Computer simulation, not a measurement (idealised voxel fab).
Herein follows the process module entitled voxel fin reveal.
The cross-section shown here is cut; it is 165 nm wide and divided into square cells measuring 5 nm on a side.
Square cells in a grid make up a cross-section in this document, and the grid is given as bands, listed from the top down, each one or more rows of cells.
Basically the band line says how high the top is and how high the bottom is, in nm, and then what's in it from left to right, every material with its width in nm. Empty space shows up as "air", and if a single material carries "throughout" it runs the full band edge to edge.
For the purposes of this specification, 0 denotes the height below which the wafer in its as-received condition is composed wholly of one material, and the lowermost band, lacking a lower limit, extends downward without end, as expressed in "0..down".
A width given as "30 to 40" starts at the first number in the band's top row and ends at the second number in its bottom row, shifting by an equal amount at every step from row to row.
What does "remains unaltered" mean for a step? It means no cell of the cross-section changed in that step.
If an empty space has no open way to the top and is at least 8 cells in size, "Cavities, sealed" lists it, written width x height at distance, where distance is measured from the left edge and every value is in nm.
Anything after a step's settings on that line? It's the simulator's own note about the step.
The line of a step may include "overlay nm". On a step with a mask, this value is how far to the right of its planned place the mask lay. A negative value means the mask lay to the left.

# The following list gives the planned process steps
1: RECEIVE | material Si
2: CONFORMAL_DEP | material SiN | thk nm 10
3: PATTERN | tone cover | mask id FINS | material resist | width nm 15 | pitch nm 35 | thk nm 20 | overlay nm 0
4: DIRECTIONAL_ETCH | etch materials SiN | depth nm 10
5: DIRECTIONAL_ETCH | etch materials Si | depth nm 30
6: STRIP | etch materials resist
7: FILL_DEP | material SiO2 | thk nm 10
8: CMP | height nm 10
9: SELECTIVE_ETCH | etch materials SiO2 | depth nm 25
10: STRIP | etch materials SiN

# Run as planned: first of two wafers

# Cross-section: wafer on arrival = after step 1
0..down: Si throughout
Cavities, sealed: none

# Cross-section: wafer state after step 2
10..0: SiN throughout
Anything lower than 0 is untouched.

# Cross-section: wafer state after step 3
30..10: 55 nm air  15 nm resist  20 nm air  15 nm resist  60 nm air
Anything lower than 10 is untouched.

# Cross-section: wafer state after step 4
30..10: 55 nm air  15 nm resist  20 nm air  15 nm resist  60 nm air
10..0: 55 nm air  15 nm SiN  20 nm air  15 nm SiN  60 nm air
Anything lower than 0 is untouched.

# Cross-section: wafer state after step 5
30..10: 55 nm air  15 nm resist  20 nm air  15 nm resist  60 nm air
10..0: 55 nm air  15 nm SiN  20 nm air  15 nm SiN  60 nm air
0..-30: 55 nm air  15 nm Si  20 nm air  15 nm Si  60 nm air
Anything lower than -30 is untouched.

# Cross-section: wafer state after step 6
10..0: 55 nm air  15 nm SiN  20 nm air  15 nm SiN  60 nm air
Anything lower than 0 is untouched.

# Cross-section: wafer state after step 7
20..10: SiO2 throughout
10..0: 55 nm SiO2  15 nm SiN  20 nm SiO2  15 nm SiN  60 nm SiO2
0..-30: 55 nm SiO2  15 nm Si  20 nm SiO2  15 nm Si  60 nm SiO2
Anything lower than -30 is untouched.

# Cross-section: wafer state after step 8
10..0: 55 nm SiO2  15 nm SiN  20 nm SiO2  15 nm SiN  60 nm SiO2
Anything lower than 0 is untouched.

# Cross-section: wafer state after step 9
10..0: 55 nm air  15 nm SiN  20 nm air  15 nm SiN  60 nm air
0..-15: 55 nm air  15 nm Si  20 nm air  15 nm Si  60 nm air
Anything lower than -15 is untouched.

# Cross-section: wafer state after step 10
0..-15: 55 nm air  15 nm Si  20 nm air  15 nm Si  60 nm air
Anything lower than -15 is untouched.

# Second wafer: same start and same plan as the first, one execution error; identical to the first through step 2

# Second wafer at the planned finish of step 3, seen in cross-section
30..10: 55 nm resist  15 nm air  20 nm resist  15 nm air  60 nm resist
Anything lower than 10 is untouched.

# Second wafer at the planned finish of step 4, seen in cross-section
30..10: 55 nm resist  15 nm air  20 nm resist  15 nm air  60 nm resist
10..0: 55 nm SiN  15 nm air  20 nm SiN  15 nm air  60 nm SiN
Anything lower than 0 is untouched.

# Second wafer at the planned finish of step 5, seen in cross-section
30..10: 55 nm resist  15 nm air  20 nm resist  15 nm air  60 nm resist
10..0: 55 nm SiN  15 nm air  20 nm SiN  15 nm air  60 nm SiN
0..-30: 55 nm Si  15 nm air  20 nm Si  15 nm air  60 nm Si
Anything lower than -30 is untouched.

# Second wafer at the planned finish of step 6, seen in cross-section
10..0: 55 nm SiN  15 nm air  20 nm SiN  15 nm air  60 nm SiN
Anything lower than 0 is untouched.

# Second wafer at the planned finish of step 7, seen in cross-section
20..10: SiO2 throughout
10..0: 55 nm SiN  15 nm SiO2  20 nm SiN  15 nm SiO2  60 nm SiN
0..-30: 55 nm Si  15 nm SiO2  20 nm Si  15 nm SiO2  60 nm Si
Anything lower than -30 is untouched.

# Second wafer at the planned finish of step 8, seen in cross-section
10..0: 55 nm SiN  15 nm SiO2  20 nm SiN  15 nm SiO2  60 nm SiN
Anything lower than 0 is untouched.

# Second wafer at the planned finish of step 9, seen in cross-section
10..0: 55 nm SiN  15 nm air  20 nm SiN  15 nm air  60 nm SiN
0..-15: 55 nm Si  15 nm air  20 nm Si  15 nm air  60 nm Si
Anything lower than -15 is untouched.

# Second wafer at the planned finish of step 10, seen in cross-section
0..-15: 55 nm Si  15 nm air  20 nm Si  15 nm air  60 nm Si
Anything lower than -15 is untouched.
what went wrong: not per plan at step 3, really ran PATTERN | tone open | mask id FINS | material resist | width nm 15 | pitch nm 35 | thk nm 20 | overlay nm 0
Cell-count delta at end, second wafer over first, by material: 126 more of Si; 63 fewer of SiO2
